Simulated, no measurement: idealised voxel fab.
process module | voxel transistor to metal
cross-section cut | 290 nm wide | cells 5 nm
A cross-section is a grid of square cells, given in bands from the top down. A band is one or more rows of cells.
Each band's line starts with the height of the band's top and of its bottom, in nm. Then come its materials from left to right, each with its width in nm. One material with "throughout" fills the band from edge to edge. "air" is empty space.
Height 0 is the level under which the wafer as received is all one material. The lowest band goes on downwards, as in "0 down".
A width such as "30 to 40" changes by the same amount from each row of cells to the next, from the band's top row to its bottom row.
"no change" after a step means that no cell of the cross-section changed.
closed voids: empty space of 8 cells or more with no open way to the top, each as width x height at its distance from the left edge, in nm
after a step's settings: what the simulator itself notes on the step
overlay nm, on a step with a mask: how far to the right of its planned place the mask lay; to the left if negative
Each pair below shows a cross-section before one step and the cross-section after it, down to the lowest band that changed. The line under each pair gives the step between them, with its settings. The pairs can come from different runs of this module on the same starting wafer, so a pair continues from the pair above only where its "before" says so.
before
  45 to 40: TiN 30 | air 5 | TiN 85 | air 5 | TiN 40 | air 5 | TiN 85 | air 5 | TiN 30
  40 to 25: SiO2 25 | TiN 5 | air 5 | TiN 5 | SiO2 75 | TiN 5 | air 5 | TiN 5 | SiO2 30 | TiN 5 | air 5 | TiN 5 | SiO2 75 | TiN 5 | air 5 | TiN 5 | SiO2 25
  25 to 10: SiO2 25 | TiN 5 | air 5 | TiN 5 | SiN 10 | HfO2 5 | TiN 5 | W 35 | TiN 5 | HfO2 5 | SiN 10 | TiN 5 | air 5 | TiN 5 | SiO2 30 | TiN 5 | air 5 | TiN 5 | SiN 10 | HfO2 5 | TiN 5 | W 35 | TiN 5 | HfO2 5 | SiN 10 | TiN 5 | air 5 | TiN 5 | SiO2 25
  10 to 5: SiO2 25 | TiN 15 | SiN 10 | HfO2 5 | TiN 5 | W 35 | TiN 5 | HfO2 5 | SiN 10 | TiN 15 | SiO2 30 | TiN 15 | SiN 10 | HfO2 5 | TiN 5 | W 35 | TiN 5 | HfO2 5 | SiN 10 | TiN 15 | SiO2 25
  5 to 0: SiO2 20 | SiN 10 | TiN 10 | SiN 10 | HfO2 5 | TiN 45 | HfO2 5 | SiN 10 | TiN 10 | SiN 10 | SiO2 20 | SiN 10 | TiN 10 | SiN 10 | HfO2 5 | TiN 45 | HfO2 5 | SiN 10 | TiN 10 | SiN 10 | SiO2 20
  0 to -5: SiO2 30 | SiGe 10 | SiO2 10 | HfO2 55 | SiO2 10 | SiGe 10 | SiO2 40 | SiGe 10 | SiO2 10 | HfO2 55 | SiO2 10 | SiGe 10 | SiO2 30
  -5 to -30: SiO2 20 | Si 115 | SiO2 20 | Si 115 | SiO2 20
  -30 down: Si throughout
  closed voids: none
after
  50 to 45: Ru throughout
  45 to 40: TiN 30 | Ru 5 | TiN 85 | Ru 5 | TiN 40 | Ru 5 | TiN 85 | Ru 5 | TiN 30
  40 to 25: SiO2 25 | TiN 5 | Ru 5 | TiN 5 | SiO2 75 | TiN 5 | Ru 5 | TiN 5 | SiO2 30 | TiN 5 | Ru 5 | TiN 5 | SiO2 75 | TiN 5 | Ru 5 | TiN 5 | SiO2 25
  25 to 10: SiO2 25 | TiN 5 | Ru 5 | TiN 5 | SiN 10 | HfO2 5 | TiN 5 | W 35 | TiN 5 | HfO2 5 | SiN 10 | TiN 5 | Ru 5 | TiN 5 | SiO2 30 | TiN 5 | Ru 5 | TiN 5 | SiN 10 | HfO2 5 | TiN 5 | W 35 | TiN 5 | HfO2 5 | SiN 10 | TiN 5 | Ru 5 | TiN 5 | SiO2 25
  below 10: unchanged
  closed voids: none
the step between: op FILL_DEP | material Ru | thk nm 5
before: the cross-section after the pair above
after
  40 to 25: SiO2 25 | TiN 5 | Ru 5 | TiN 5 | SiO2 75 | TiN 5 | Ru 5 | TiN 5 | SiO2 30 | TiN 5 | Ru 5 | TiN 5 | SiO2 75 | TiN 5 | Ru 5 | TiN 5 | SiO2 25
  below 25: unchanged
  closed voids: none
the step between: op CMP | height nm 40
before: the cross-section after the pair above
after
  45 to 40: TiN throughout
  below 40: unchanged
  closed voids: none
the step between: op DIRECTIONAL_DEP | material TiN | thk nm 5
before: the cross-section after the pair above
after
  60 to 45: Ru throughout
  below 45: unchanged
  closed voids: none
the step between: op DIRECTIONAL_DEP | material Ru | thk nm 15
before: the cross-section after the pair above
after
  60 to 45: air 25 | Ru 15 | air 75 | Ru 15 | air 30 | Ru 15 | air 75 | Ru 15 | air 25
  below 45: unchanged
  closed voids: none
the step between: op MASKED_ETCH | tone cover | mask id METAL_1 | width nm 15 | etch materials Ru | depth nm 15 | overlay nm 0
before: the cross-section after the pair above
after
  60 to 45: air 25 | Ru 15 | air 75 | Ru 15 | air 30 | Ru 15 | air 75 | Ru 15 | air 25
  45 to 40: air 25 | TiN 15 | air 75 | TiN 15 | air 30 | TiN 15 | air 75 | TiN 15 | air 25
  below 40: unchanged
  closed voids: none
the step between: op MASKED_ETCH | tone cover | mask id METAL_1 | width nm 15 | etch materials TiN | depth nm 5 | overlay nm 0
before: the cross-section after the pair above
after
  70 to 60: lowk throughout
  60 to 45: lowk 25 | Ru 15 | lowk 75 | Ru 15 | lowk 30 | Ru 15 | lowk 75 | Ru 15 | lowk 25
  45 to 40: lowk 25 | TiN 15 | lowk 75 | TiN 15 | lowk 30 | TiN 15 | lowk 75 | TiN 15 | lowk 25
  below 40: unchanged
  closed voids: none
the step between: op FILL_DEP | material lowk | thk nm 10
before: the cross-section after the pair above
after
  60 to 45: lowk 25 | Ru 15 | lowk 75 | Ru 15 | lowk 30 | Ru 15 | lowk 75 | Ru 15 | lowk 25
  below 45: unchanged
  closed voids: none
the step between: op CMP | height nm 60
before: the cross-section after the pair above
after
  65 to 60: SiN throughout
  below 60: unchanged
  closed voids: none
the step between: op CONFORMAL_DEP | material SiN | thk nm 5
before
  45 to 40: SiCN 15 | air 125 | SiCN 10 | air 125 | SiCN 15
  40 to 35: SiCN throughout
  35 to 30: polySi 15 | SiCN 125 | polySi 10 | SiCN 125 | polySi 15
  30 to 5: polySi throughout
  5 to 0: SiO2 15 | polySi 125 | SiO2 10 | polySi 125 | SiO2 15
  0 to -5: SiO2 throughout
  -5 to -30: SiO2 20 | Si 115 | SiO2 20 | Si 115 | SiO2 20
  -30 down: Si throughout
  closed voids: none
after
  65 to 45: air 50 | resist 35 | air 100 | resist 35 | air 70
  45 to 40: SiCN 15 | air 35 | resist 35 | air 55 | SiCN 10 | air 35 | resist 35 | air 55 | SiCN 15
  below 40: unchanged
  closed voids: none
the step between: op PATTERN | tone cover | mask id GATE | material resist | width nm 35 | pitch nm 135 | thk nm 20 | overlay nm -10
before: the cross-section after the pair above
after
  65 to 40: air 50 | resist 35 | air 100 | resist 35 | air 70
  40 to 35: air 50 | SiCN 35 | air 100 | SiCN 35 | air 70
  35 to 30: polySi 15 | air 35 | SiCN 35 | air 55 | polySi 10 | air 35 | SiCN 35 | air 55 | polySi 15
  below 30: unchanged
  closed voids: none
the step between: op DIRECTIONAL_ETCH | etch materials SiCN | depth nm 20
before: the cross-section after the pair above
after
  65 to 40: air 50 | resist 35 | air 100 | resist 35 | air 70
  40 to 30: air 50 | SiCN 35 | air 100 | SiCN 35 | air 70
  30 to 5: air 50 | polySi 35 | air 100 | polySi 35 | air 70
  5 to 0: SiO2 15 | air 35 | polySi 35 | air 55 | SiO2 10 | air 35 | polySi 35 | air 55 | SiO2 15
  below 0: unchanged
  closed voids: none
the step between: op DIRECTIONAL_ETCH | etch materials polySi | depth nm 40
before: the cross-section after the pair above
after
  40 to 30: air 50 | SiCN 35 | air 100 | SiCN 35 | air 70
  below 30: unchanged
  closed voids: none
the step between: op STRIP | etch materials resist
before: the cross-section after the pair above
after
  45 to 40: air 45 | SiO2 45 | air 90 | SiO2 45 | air 65
  40 to 30: air 45 | SiO2 5 | SiCN 35 | SiO2 5 | air 90 | SiO2 5 | SiCN 35 | SiO2 5 | air 65
  30 to 10: air 45 | SiO2 5 | polySi 35 | SiO2 5 | air 90 | SiO2 5 | polySi 35 | SiO2 5 | air 65
  10 to 5: SiO2 20 | air 25 | SiO2 5 | polySi 35 | SiO2 5 | air 45 | SiO2 20 | air 25 | SiO2 5 | polySi 35 | SiO2 5 | air 45 | SiO2 20
  5 to 0: SiO2 50 | polySi 35 | SiO2 100 | polySi 35 | SiO2 70
  below 0: unchanged
  closed voids: none
the step between: op CONFORMAL_DEP | material SiO2 | thk nm 5
before: the cross-section after the pair above
after
  40 to 30: air 45 | SiO2 5 | SiCN 35 | SiO2 5 | air 90 | SiO2 5 | SiCN 35 | SiO2 5 | air 65
  30 to 5: air 45 | SiO2 5 | polySi 35 | SiO2 5 | air 90 | SiO2 5 | polySi 35 | SiO2 5 | air 65
  5 to 0: SiO2 20 | air 25 | SiO2 5 | polySi 35 | SiO2 5 | air 45 | SiO2 20 | air 25 | SiO2 5 | polySi 35 | SiO2 5 | air 45 | SiO2 20
  below 0: unchanged
  closed voids: none
the step between: op DIRECTIONAL_ETCH | etch materials SiO2 | depth nm 5
before: the cross-section after the pair above
after
  50 to 40: air 35 | SiN 65 | air 70 | SiN 65 | air 55
  40 to 30: air 35 | SiN 10 | SiO2 5 | SiCN 35 | SiO2 5 | SiN 10 | air 70 | SiN 10 | SiO2 5 | SiCN 35 | SiO2 5 | SiN 10 | air 55
  30 to 15: air 35 | SiN 10 | SiO2 5 | polySi 35 | SiO2 5 | SiN 10 | air 70 | SiN 10 | SiO2 5 | polySi 35 | SiO2 5 | SiN 10 | air 55
  15 to 10: SiN 30 | air 5 | SiN 10 | SiO2 5 | polySi 35 | SiO2 5 | SiN 10 | air 25 | SiN 40 | air 5 | SiN 10 | SiO2 5 | polySi 35 | SiO2 5 | SiN 10 | air 25 | SiN 30
  10 to 5: SiN 45 | SiO2 5 | polySi 35 | SiO2 5 | SiN 90 | SiO2 5 | polySi 35 | SiO2 5 | SiN 65
  5 to 0: SiO2 20 | SiN 25 | SiO2 5 | polySi 35 | SiO2 5 | SiN 45 | SiO2 20 | SiN 25 | SiO2 5 | polySi 35 | SiO2 5 | SiN 45 | SiO2 20
  below 0: unchanged
  closed voids: none
the step between: op CONFORMAL_DEP | material SiN | thk nm 10
before: the cross-section after the pair above
after
  40 to 30: air 35 | SiN 10 | SiO2 5 | SiCN 35 | SiO2 5 | SiN 10 | air 70 | SiN 10 | SiO2 5 | SiCN 35 | SiO2 5 | SiN 10 | air 55
  30 to 5: air 35 | SiN 10 | SiO2 5 | polySi 35 | SiO2 5 | SiN 10 | air 70 | SiN 10 | SiO2 5 | polySi 35 | SiO2 5 | SiN 10 | air 55
  5 to 0: SiO2 20 | SiN 10 | air 5 | SiN 10 | SiO2 5 | polySi 35 | SiO2 5 | SiN 10 | air 25 | SiN 10 | SiO2 20 | SiN 10 | air 5 | SiN 10 | SiO2 5 | polySi 35 | SiO2 5 | SiN 10 | air 25 | SiN 10 | SiO2 20
  below 0: unchanged
  closed voids: none
the step between: op DIRECTIONAL_ETCH | etch materials SiN | depth nm 10
before: the cross-section after the pair above
after
  40 to 35: air 35 | SiN 10 | air 5 | SiCN 35 | air 5 | SiN 10 | air 70 | SiN 10 | air 5 | SiCN 35 | air 5 | SiN 10 | air 55
  35 to 30: air 35 | SiN 10 | SiO2 5 | SiCN 35 | SiO2 5 | SiN 10 | air 70 | SiN 10 | SiO2 5 | SiCN 35 | SiO2 5 | SiN 10 | air 55
  30 to 5: air 35 | SiN 10 | SiO2 5 | polySi 35 | SiO2 5 | SiN 10 | air 70 | SiN 10 | SiO2 5 | polySi 35 | SiO2 5 | SiN 10 | air 55
  5 to 0: air 20 | SiN 10 | air 5 | SiN 10 | SiO2 5 | polySi 35 | SiO2 5 | SiN 10 | air 25 | SiN 10 | air 20 | SiN 10 | air 5 | SiN 10 | SiO2 5 | polySi 35 | SiO2 5 | SiN 10 | air 25 | SiN 10 | air 20
  0 to -5: SiO2 30 | air 5 | SiO2 65 | air 25 | SiO2 40 | air 5 | SiO2 65 | air 25 | SiO2 30
  below -5: unchanged
  closed voids: none
the step between: op DIRECTIONAL_ETCH | etch materials SiO2 | depth nm 5
before: the cross-section after the pair above
after
  40 to 35: air 35 | SiN 10 | air 5 | SiCN 35 | air 5 | SiN 10 | air 70 | SiN 10 | air 5 | SiCN 35 | air 5 | SiN 10 | air 55
  35 to 30: air 35 | SiN 10 | SiO2 5 | SiCN 35 | SiO2 5 | SiN 10 | air 70 | SiN 10 | SiO2 5 | SiCN 35 | SiO2 5 | SiN 10 | air 55
  30 to 5: air 35 | SiN 10 | SiO2 5 | polySi 35 | SiO2 5 | SiN 10 | air 70 | SiN 10 | SiO2 5 | polySi 35 | SiO2 5 | SiN 10 | air 55
  5 to 0: air 20 | SiN 10 | air 5 | SiN 10 | SiO2 5 | polySi 35 | SiO2 5 | SiN 10 | air 25 | SiN 10 | air 20 | SiN 10 | air 5 | SiN 10 | SiO2 5 | polySi 35 | SiO2 5 | SiN 10 | air 25 | SiN 10 | air 20
  0 to -5: SiO2 30 | SiGe 5 | SiO2 65 | SiGe 25 | SiO2 40 | SiGe 5 | SiO2 65 | SiGe 25 | SiO2 30
  below -5: unchanged
  closed voids: none
the step between: op EPI | material SiGe | thk nm 5
before: the cross-section after the pair above
after
  50 to 40: SiO2 throughout
  40 to 30: SiO2 35 | SiN 10 | SiO2 5 | SiCN 35 | SiO2 5 | SiN 10 | SiO2 70 | SiN 10 | SiO2 5 | SiCN 35 | SiO2 5 | SiN 10 | SiO2 55
  30 to 5: SiO2 35 | SiN 10 | SiO2 5 | polySi 35 | SiO2 5 | SiN 10 | SiO2 70 | SiN 10 | SiO2 5 | polySi 35 | SiO2 5 | SiN 10 | SiO2 55
  5 to 0: SiO2 20 | SiN 10 | SiO2 5 | SiN 10 | SiO2 5 | polySi 35 | SiO2 5 | SiN 10 | SiO2 25 | SiN 10 | SiO2 20 | SiN 10 | SiO2 5 | SiN 10 | SiO2 5 | polySi 35 | SiO2 5 | SiN 10 | SiO2 25 | SiN 10 | SiO2 20
  below 0: unchanged
  closed voids: none
the step between: op FILL_DEP | material SiO2 | thk nm 10
before: the cross-section after the pair above
after
  30 to 5: SiO2 35 | SiN 10 | SiO2 5 | polySi 35 | SiO2 5 | SiN 10 | SiO2 70 | SiN 10 | SiO2 5 | polySi 35 | SiO2 5 | SiN 10 | SiO2 55
  below 5: unchanged
  closed voids: none
the step between: op CMP | height nm 30
before: the cross-section after the pair above
after
  30 to 5: SiO2 35 | SiN 10 | SiO2 5 | air 35 | SiO2 5 | SiN 10 | SiO2 70 | SiN 10 | SiO2 5 | air 35 | SiO2 5 | SiN 10 | SiO2 55
  5 to 0: SiO2 20 | SiN 10 | SiO2 5 | SiN 10 | SiO2 5 | air 35 | SiO2 5 | SiN 10 | SiO2 25 | SiN 10 | SiO2 20 | SiN 10 | SiO2 5 | SiN 10 | SiO2 5 | air 35 | SiO2 5 | SiN 10 | SiO2 25 | SiN 10 | SiO2 20
  below 0: unchanged
  closed voids: none
the step between: op STRIP | etch materials polySi
before: the cross-section after the pair above
after
  30 to 25: air 35 | SiN 10 | air 45 | SiN 10 | air 70 | SiN 10 | air 45 | SiN 10 | air 55
  25 to 5: SiO2 35 | SiN 10 | air 45 | SiN 10 | SiO2 70 | SiN 10 | air 45 | SiN 10 | SiO2 55
  5 to 0: SiO2 20 | SiN 10 | SiO2 5 | SiN 10 | air 45 | SiN 10 | SiO2 25 | SiN 10 | SiO2 20 | SiN 10 | SiO2 5 | SiN 10 | air 45 | SiN 10 | SiO2 25 | SiN 10 | SiO2 20
  0 to -5: SiO2 30 | SiGe 5 | SiO2 10 | air 45 | SiO2 10 | SiGe 25 | SiO2 40 | SiGe 5 | SiO2 10 | air 45 | SiO2 10 | SiGe 25 | SiO2 30
  below -5: unchanged
  closed voids: none
the step between: op SELECTIVE_ETCH | etch materials SiO2 | depth nm 5
before: the cross-section after the pair above
after
  35 to 30: air 30 | HfO2 20 | air 35 | HfO2 20 | air 60 | HfO2 20 | air 35 | HfO2 20 | air 50
  30 to 25: HfO2 35 | SiN 10 | HfO2 5 | air 35 | HfO2 5 | SiN 10 | HfO2 70 | SiN 10 | HfO2 5 | air 35 | HfO2 5 | SiN 10 | HfO2 55
  25 to 5: SiO2 35 | SiN 10 | HfO2 5 | air 35 | HfO2 5 | SiN 10 | SiO2 70 | SiN 10 | HfO2 5 | air 35 | HfO2 5 | SiN 10 | SiO2 55
  5 to 0: SiO2 20 | SiN 10 | SiO2 5 | SiN 10 | HfO2 5 | air 35 | HfO2 5 | SiN 10 | SiO2 25 | SiN 10 | SiO2 20 | SiN 10 | SiO2 5 | SiN 10 | HfO2 5 | air 35 | HfO2 5 | SiN 10 | SiO2 25 | SiN 10 | SiO2 20
  0 to -5: SiO2 30 | SiGe 5 | SiO2 10 | HfO2 45 | SiO2 10 | SiGe 25 | SiO2 40 | SiGe 5 | SiO2 10 | HfO2 45 | SiO2 10 | SiGe 25 | SiO2 30
  below -5: unchanged
  closed voids: none
the step between: op CONFORMAL_DEP | material HfO2 | thk nm 5
before: the cross-section after the pair above
after
  40 to 35: air 25 | TiN 30 | air 25 | TiN 30 | air 50 | TiN 30 | air 25 | TiN 30 | air 45
  35 to 30: TiN 30 | HfO2 20 | TiN 5 | air 25 | TiN 5 | HfO2 20 | TiN 60 | HfO2 20 | TiN 5 | air 25 | TiN 5 | HfO2 20 | TiN 50
  30 to 25: HfO2 35 | SiN 10 | HfO2 5 | TiN 5 | air 25 | TiN 5 | HfO2 5 | SiN 10 | HfO2 70 | SiN 10 | HfO2 5 | TiN 5 | air 25 | TiN 5 | HfO2 5 | SiN 10 | HfO2 55
  25 to 5: SiO2 35 | SiN 10 | HfO2 5 | TiN 5 | air 25 | TiN 5 | HfO2 5 | SiN 10 | SiO2 70 | SiN 10 | HfO2 5 | TiN 5 | air 25 | TiN 5 | HfO2 5 | SiN 10 | SiO2 55
  5 to 0: SiO2 20 | SiN 10 | SiO2 5 | SiN 10 | HfO2 5 | TiN 35 | HfO2 5 | SiN 10 | SiO2 25 | SiN 10 | SiO2 20 | SiN 10 | SiO2 5 | SiN 10 | HfO2 5 | TiN 35 | HfO2 5 | SiN 10 | SiO2 25 | SiN 10 | SiO2 20
  below 0: unchanged
  closed voids: none
the step between: op CONFORMAL_DEP | material TiN | thk nm 5
before: the cross-section after the pair above
after
  50 to 40: W throughout
  40 to 35: W 25 | TiN 30 | W 25 | TiN 30 | W 50 | TiN 30 | W 25 | TiN 30 | W 45
  35 to 30: TiN 30 | HfO2 20 | TiN 5 | W 25 | TiN 5 | HfO2 20 | TiN 60 | HfO2 20 | TiN 5 | W 25 | TiN 5 | HfO2 20 | TiN 50
  30 to 25: HfO2 35 | SiN 10 | HfO2 5 | TiN 5 | W 25 | TiN 5 | HfO2 5 | SiN 10 | HfO2 70 | SiN 10 | HfO2 5 | TiN 5 | W 25 | TiN 5 | HfO2 5 | SiN 10 | HfO2 55
  25 to 5: SiO2 35 | SiN 10 | HfO2 5 | TiN 5 | W 25 | TiN 5 | HfO2 5 | SiN 10 | SiO2 70 | SiN 10 | HfO2 5 | TiN 5 | W 25 | TiN 5 | HfO2 5 | SiN 10 | SiO2 55
  below 5: unchanged
  closed voids: none
the step between: op FILL_DEP | material W | thk nm 10
before: the cross-section after the pair above
after
  25 to 5: SiO2 35 | SiN 10 | HfO2 5 | TiN 5 | W 25 | TiN 5 | HfO2 5 | SiN 10 | SiO2 70 | SiN 10 | HfO2 5 | TiN 5 | W 25 | TiN 5 | HfO2 5 | SiN 10 | SiO2 55
  below 5: unchanged
  closed voids: none
the step between: op CMP | height nm 25
before: the cross-section after the pair above
after
  40 to 25: SiO2 throughout
  below 25: unchanged
  closed voids: none
the step between: op DIRECTIONAL_DEP | material SiO2 | thk nm 15
before: the cross-section after the pair above
after
  55 to 40: resist 25 | air 15 | resist 75 | air 15 | resist 30 | air 15 | resist 75 | air 15 | resist 25
  below 40: unchanged
  closed voids: none
the step between: op PATTERN | tone open | mask id CONTACT | material resist | width nm 15 | thk nm 15 | overlay nm 0
before: the cross-section after the pair above
after
  55 to 40: resist 25 | air 15 | resist 75 | air 15 | resist 30 | air 15 | resist 75 | air 15 | resist 25
  40 to 25: SiO2 25 | air 15 | SiO2 75 | air 15 | SiO2 30 | air 15 | SiO2 75 | air 15 | SiO2 25
  25 to 5: SiO2 25 | air 10 | SiN 10 | HfO2 5 | TiN 5 | W 25 | TiN 5 | HfO2 5 | SiN 10 | SiO2 15 | air 15 | SiO2 30 | air 10 | SiN 10 | HfO2 5 | TiN 5 | W 25 | TiN 5 | HfO2 5 | SiN 10 | SiO2 15 | air 15 | SiO2 25
  5 to 0: SiO2 20 | SiN 10 | air 5 | SiN 10 | HfO2 5 | TiN 35 | HfO2 5 | SiN 10 | SiO2 15 | air 10 | SiN 10 | SiO2 20 | SiN 10 | air 5 | SiN 10 | HfO2 5 | TiN 35 | HfO2 5 | SiN 10 | SiO2 15 | air 10 | SiN 10 | SiO2 20
  below 0: unchanged
  closed voids: none
the step between: op DIRECTIONAL_ETCH | etch materials SiO2 | depth nm 40
before: the cross-section after the pair above
after
  40 to 25: SiO2 25 | air 15 | SiO2 75 | air 15 | SiO2 30 | air 15 | SiO2 75 | air 15 | SiO2 25
  below 25: unchanged
  closed voids: none
the step between: op STRIP | etch materials resist
before: the cross-section after the pair above
after
  45 to 40: TiN 30 | air 5 | TiN 85 | air 5 | TiN 40 | air 5 | TiN 85 | air 5 | TiN 30
  40 to 30: SiO2 25 | TiN 5 | air 5 | TiN 5 | SiO2 75 | TiN 5 | air 5 | TiN 5 | SiO2 30 | TiN 5 | air 5 | TiN 5 | SiO2 75 | TiN 5 | air 5 | TiN 5 | SiO2 25
  30 to 25: SiO2 25 | TiN 15 | SiO2 75 | TiN 5 | air 5 | TiN 5 | SiO2 30 | TiN 15 | SiO2 75 | TiN 5 | air 5 | TiN 5 | SiO2 25
  25 to 10: SiO2 25 | TiN 10 | SiN 10 | HfO2 5 | TiN 5 | W 25 | TiN 5 | HfO2 5 | SiN 10 | SiO2 15 | TiN 5 | air 5 | TiN 5 | SiO2 30 | TiN 10 | SiN 10 | HfO2 5 | TiN 5 | W 25 | TiN 5 | HfO2 5 | SiN 10 | SiO2 15 | TiN 5 | air 5 | TiN 5 | SiO2 25
  10 to 5: SiO2 25 | TiN 10 | SiN 10 | HfO2 5 | TiN 5 | W 25 | TiN 5 | HfO2 5 | SiN 10 | SiO2 15 | TiN 15 | SiO2 30 | TiN 10 | SiN 10 | HfO2 5 | TiN 5 | W 25 | TiN 5 | HfO2 5 | SiN 10 | SiO2 15 | TiN 15 | SiO2 25
  5 to 0: SiO2 20 | SiN 10 | TiN 5 | SiN 10 | HfO2 5 | TiN 35 | HfO2 5 | SiN 10 | SiO2 15 | TiN 10 | SiN 10 | SiO2 20 | SiN 10 | TiN 5 | SiN 10 | HfO2 5 | TiN 35 | HfO2 5 | SiN 10 | SiO2 15 | TiN 10 | SiN 10 | SiO2 20
  below 0: unchanged
  closed voids: none
the step between: op CONFORMAL_DEP | material TiN | thk nm 5
before: the cross-section after the pair above
after
  50 to 45: Ru throughout
  45 to 40: TiN 30 | Ru 5 | TiN 85 | Ru 5 | TiN 40 | Ru 5 | TiN 85 | Ru 5 | TiN 30
  40 to 30: SiO2 25 | TiN 5 | Ru 5 | TiN 5 | SiO2 75 | TiN 5 | Ru 5 | TiN 5 | SiO2 30 | TiN 5 | Ru 5 | TiN 5 | SiO2 75 | TiN 5 | Ru 5 | TiN 5 | SiO2 25
  30 to 25: SiO2 25 | TiN 15 | SiO2 75 | TiN 5 | Ru 5 | TiN 5 | SiO2 30 | TiN 15 | SiO2 75 | TiN 5 | Ru 5 | TiN 5 | SiO2 25
  25 to 10: SiO2 25 | TiN 10 | SiN 10 | HfO2 5 | TiN 5 | W 25 | TiN 5 | HfO2 5 | SiN 10 | SiO2 15 | TiN 5 | Ru 5 | TiN 5 | SiO2 30 | TiN 10 | SiN 10 | HfO2 5 | TiN 5 | W 25 | TiN 5 | HfO2 5 | SiN 10 | SiO2 15 | TiN 5 | Ru 5 | TiN 5 | SiO2 25
  below 10: unchanged
  closed voids: none
the step between: op FILL_DEP | material Ru | thk nm 5
before: the cross-section after the pair above
after
  40 to 30: SiO2 25 | TiN 5 | Ru 5 | TiN 5 | SiO2 75 | TiN 5 | Ru 5 | TiN 5 | SiO2 30 | TiN 5 | Ru 5 | TiN 5 | SiO2 75 | TiN 5 | Ru 5 | TiN 5 | SiO2 25
  below 30: unchanged
  closed voids: none
the step between: op CMP | height nm 40
before: the cross-section after the pair above
after
  45 to 40: TiN throughout
  below 40: unchanged
  closed voids: none
the step between: op DIRECTIONAL_DEP | material TiN | thk nm 5
before: the cross-section after the pair above
after
  60 to 45: Ru throughout
  below 45: unchanged
  closed voids: none
the step between: op DIRECTIONAL_DEP | material Ru | thk nm 15
before: the cross-section after the pair above
after
  60 to 45: air 25 | Ru 15 | air 75 | Ru 15 | air 30 | Ru 15 | air 75 | Ru 15 | air 25
  below 45: unchanged
  closed voids: none
the step between: op MASKED_ETCH | tone cover | mask id METAL_1 | width nm 15 | etch materials Ru | depth nm 15 | overlay nm 0
before: the cross-section after the pair above
after
  60 to 45: air 25 | Ru 15 | air 75 | Ru 15 | air 30 | Ru 15 | air 75 | Ru 15 | air 25
  45 to 40: air 25 | TiN 15 | air 75 | TiN 15 | air 30 | TiN 15 | air 75 | TiN 15 | air 25
  below 40: unchanged
  closed voids: none
the step between: op MASKED_ETCH | tone cover | mask id METAL_1 | width nm 15 | etch materials TiN | depth nm 5 | overlay nm 0
before: the cross-section after the pair above
after
  70 to 60: lowk throughout
  60 to 45: lowk 25 | Ru 15 | lowk 75 | Ru 15 | lowk 30 | Ru 15 | lowk 75 | Ru 15 | lowk 25
  45 to 40: lowk 25 | TiN 15 | lowk 75 | TiN 15 | lowk 30 | TiN 15 | lowk 75 | TiN 15 | lowk 25
  below 40: unchanged
  closed voids: none
the step between: op FILL_DEP | material lowk | thk nm 10
before: the cross-section after the pair above
after
  60 to 45: lowk 25 | Ru 15 | lowk 75 | Ru 15 | lowk 30 | Ru 15 | lowk 75 | Ru 15 | lowk 25
  below 45: unchanged
  closed voids: none
the step between: op CMP | height nm 60
before: the cross-section after the pair above
after
  65 to 60: SiN throughout
  below 60: unchanged
  closed voids: none
the step between: op CONFORMAL_DEP | material SiN | thk nm 5
before
  5 to 0: SiO2 throughout
  0 down: Si throughout
  closed voids: none
after
  15 to 5: SiCN throughout
  below 5: unchanged
  closed voids: none
the step between: op CONFORMAL_DEP | material SiCN | thk nm 10
before: the cross-section after the pair above
after
  20 to 15: SiO2 throughout
  below 15: unchanged
  closed voids: none
the step between: op FILL_DEP | material SiO2 | thk nm 5
before: the cross-section after the pair above
after
  15 to 5: SiCN throughout
  below 5: unchanged
  closed voids: none
the step between: op CMP | height nm 15
before: the cross-section after the pair above
after
  45 to 15: polySi throughout
  below 15: unchanged
  closed voids: none
the step between: op DIRECTIONAL_DEP | material polySi | thk nm 30
before: the cross-section after the pair above
after
  55 to 45: SiCN throughout
  below 45: unchanged
  closed voids: none
the step between: op DIRECTIONAL_DEP | material SiCN | thk nm 10
before: the cross-section after the pair above
after
  75 to 55: air 60 | resist 35 | air 100 | resist 35 | air 60
  below 55: unchanged
  closed voids: none
the step between: op PATTERN | tone cover | mask id GATE | material resist | width nm 35 | pitch nm 135 | thk nm 20 | overlay nm 0
before: the cross-section after the pair above
after
  75 to 55: air 60 | resist 35 | air 100 | resist 35 | air 60
  55 to 45: air 60 | SiCN 35 | air 100 | SiCN 35 | air 60
  below 45: unchanged
  closed voids: none
the step between: op DIRECTIONAL_ETCH | etch materials SiCN | depth nm 20
before: the cross-section after the pair above
after
  75 to 55: air 60 | resist 35 | air 100 | resist 35 | air 60
  55 to 45: air 60 | SiCN 35 | air 100 | SiCN 35 | air 60
  45 to 15: air 60 | polySi 35 | air 100 | polySi 35 | air 60
  below 15: unchanged
  closed voids: none
the step between: op DIRECTIONAL_ETCH | etch materials polySi | depth nm 40
before: the cross-section after the pair above
after
  55 to 45: air 60 | SiCN 35 | air 100 | SiCN 35 | air 60
  below 45: unchanged
  closed voids: none
the step between: op STRIP | etch materials resist
before: the cross-section after the pair above
after
  60 to 55: air 55 | SiO2 45 | air 90 | SiO2 45 | air 55
  55 to 45: air 55 | SiO2 5 | SiCN 35 | SiO2 5 | air 90 | SiO2 5 | SiCN 35 | SiO2 5 | air 55
  45 to 20: air 55 | SiO2 5 | polySi 35 | SiO2 5 | air 90 | SiO2 5 | polySi 35 | SiO2 5 | air 55
  20 to 15: SiO2 60 | polySi 35 | SiO2 100 | polySi 35 | SiO2 60
  below 15: unchanged
  closed voids: none
the step between: op CONFORMAL_DEP | material SiO2 | thk nm 5
before: the cross-section after the pair above
after
  55 to 45: air 55 | SiO2 5 | SiCN 35 | SiO2 5 | air 90 | SiO2 5 | SiCN 35 | SiO2 5 | air 55
  45 to 15: air 55 | SiO2 5 | polySi 35 | SiO2 5 | air 90 | SiO2 5 | polySi 35 | SiO2 5 | air 55
  below 15: unchanged
  closed voids: none
the step between: op DIRECTIONAL_ETCH | etch materials SiO2 | depth nm 5
before: the cross-section after the pair above
after
  65 to 55: air 45 | SiN 65 | air 70 | SiN 65 | air 45
  55 to 45: air 45 | SiN 10 | SiO2 5 | SiCN 35 | SiO2 5 | SiN 10 | air 70 | SiN 10 | SiO2 5 | SiCN 35 | SiO2 5 | SiN 10 | air 45
  45 to 25: air 45 | SiN 10 | SiO2 5 | polySi 35 | SiO2 5 | SiN 10 | air 70 | SiN 10 | SiO2 5 | polySi 35 | SiO2 5 | SiN 10 | air 45
  25 to 15: SiN 55 | SiO2 5 | polySi 35 | SiO2 5 | SiN 90 | SiO2 5 | polySi 35 | SiO2 5 | SiN 55
  below 15: unchanged
  closed voids: none
the step between: op CONFORMAL_DEP | material SiN | thk nm 10
